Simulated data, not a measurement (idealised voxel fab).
Process module under the name voxel double patterning
FYI the section here is cut, 295 nm wide, cells are 5 nm squares.
A cross-section in this document is a grid of square cells, and it is written down as bands, the top band listed before the ones below it; a band is made up of one or more rows of cells.
Basically the band line says how high the top is and how high the bottom is, in nm, and then what's in it from left to right, every material with its width in nm. Empty space shows up as "air", and if a single material carries "throughout" it runs the full band edge to edge.
Heights are expressed relative to 0, this being the level below which the as-received wafer comprises one material exclusively. The lowest band is unbounded in the downward direction and is denoted as in "0 down".
Note: "30..40" means the width goes from the first number (top row of the band) to the second number (bottom row) in equal steps per row of cells.
Where a step carries "remained unchanged", the cross-section came out of it unchanged, cell for cell.
For the entry "Enclosed void list", the listed items are empty spaces with no open way to the top whose size is 8 cells or more; each item follows the pattern width x height at distance, where distance is from the left edge and all three are in nm.
What comes after the settings on a step's line is commentary from the simulator itself on that step.
Regarding "overlay nm": on a step with a mask, it is the distance the mask lay to the right of its planned place; a negative value places it to the left.
**Set out below are the planned steps of the process**
1 RECEIVE,material Si
2 CONFORMAL_DEP,material SiN,thk nm 5
3 DIRECTIONAL_DEP,material SiO2,thk nm 10
4 DIRECTIONAL_DEP,material SiCN,thk nm 10
5 MASKED_ETCH,tone open,mask id FIRST,width nm 15,pitch nm 50,etch materials SiCN,depth nm 10,overlay nm 0
6 PATTERN,tone open,mask id SECOND,material resist,width nm 15,thk nm 15,overlay nm 0
7 DIRECTIONAL_ETCH,etch materials SiCN,depth nm 10
8 STRIP,etch materials resist
9 DIRECTIONAL_ETCH,etch materials SiO2,depth nm 10
10 STRIP,etch materials SiCN
**Cross-section of the wafer at receipt, which is the condition after step 1**
> 0 down: Si throughout
> Enclosed void list: none
**Cross-section, end of module. Start: as above. Plan: as above. Execution: one mistake**
> 15 to 5: air 140, then SiO2 15, then air 140
> 5 to 0: SiN throughout
> 0 down: Si throughout
> Enclosed void list: none
What was done differently from what was planned? so step 6 ended up running with a different setting than we planned, it ran as PATTERN,tone cover,mask id SECOND,material resist,width nm 15,thk nm 15,overlay nm 0
